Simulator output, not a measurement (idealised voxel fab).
process module | voxel self aligned vias
cross-section cut | 275 nm wide | cells 5 nm
A cross-section is a grid of square cells, given in bands from the top down. A band is one or more rows of cells.
Each band's line starts with the height of the band's top and of its bottom, in nm. Then come its materials from left to right, each with its width in nm. One material with "throughout" fills the band from edge to edge. "air" is empty space.
Height 0 is the level under which the wafer as received is all one material. The lowest band goes on downwards, as in "0 down".
A width such as "30 to 40" changes by the same amount from each row of cells to the next, from the band's top row to its bottom row.
"no change" after a step means that no cell of the cross-section changed.
closed voids: empty space of 8 cells or more with no open way to the top, each as width x height at its distance from the left edge, in nm
after a step's settings: what the simulator itself notes on the step
overlay nm, on a step with a mask: how far to the right of its planned place the mask lay; to the left if negative
plan
1 op RECEIVE | material Si
2 op CONFORMAL_DEP | material SiO2 | thk nm 15
3 op CONFORMAL_DEP | material SiCN | thk nm 5
4 op DIRECTIONAL_DEP | material SiO2 | thk nm 20
5 op PATTERN | tone open | mask id LINES | material resist | width nm 20 | pitch nm 55 | thk nm 15 | overlay nm 0
6 op DIRECTIONAL_ETCH | etch materials SiO2 | depth nm 20
7 op STRIP | etch materials resist
8 op CONFORMAL_DEP | material TiN | thk nm 5
9 op FILL_DEP | material Ru | thk nm 5
10 op CMP | height nm 40
11 op SELECTIVE_ETCH | etch materials W Ru TiN | depth nm 10
12 op FILL_DEP | material SiN | thk nm 5
13 op CMP | height nm 40
14 op DIRECTIONAL_DEP | material SiO2 | thk nm 15
15 op MASKED_ETCH | tone open | mask id VIAS | width nm 30 | pitch nm 55 | etch materials SiO2 | depth nm 15 | overlay nm 0
16 op MASKED_ETCH | tone open | mask id VIAS | width nm 30 | pitch nm 55 | etch materials SiN | depth nm 10 | overlay nm 0
17 op CONFORMAL_DEP | material TiN | thk nm 5
18 op FILL_DEP | material W | thk nm 5
19 op CMP | height nm 55
20 op CONFORMAL_DEP | material SiCN | thk nm 5
as received, after step 1
  0 down: Si throughout
  closed voids: none
a wafer at the end: this start, this plan, one mistake
  60 to 55: SiCN throughout
  55 to 35: SiO2 65 | TiN 5 | W 20 | TiN 5 | SiO2 25 | TiN 5 | W 20 | TiN 5 | SiO2 25 | TiN 5 | W 20 | TiN 5 | SiO2 70
  35 to 30: SiO2 65 | TiN 30 | SiO2 25 | TiN 30 | SiO2 25 | TiN 30 | SiO2 70
  30 to 25: SiO2 65 | TiN 10 | Ru 10 | TiN 10 | SiO2 25 | TiN 10 | Ru 10 | TiN 10 | SiO2 25 | TiN 10 | Ru 10 | TiN 10 | SiO2 70
  25 to 20: SiO2 70 | TiN 20 | SiO2 35 | TiN 20 | SiO2 35 | TiN 20 | SiO2 75
  20 to 15: SiCN throughout
  15 to 0: SiO2 throughout
  0 down: Si throughout
  closed voids: none
what went wrong: step 15 was run twice
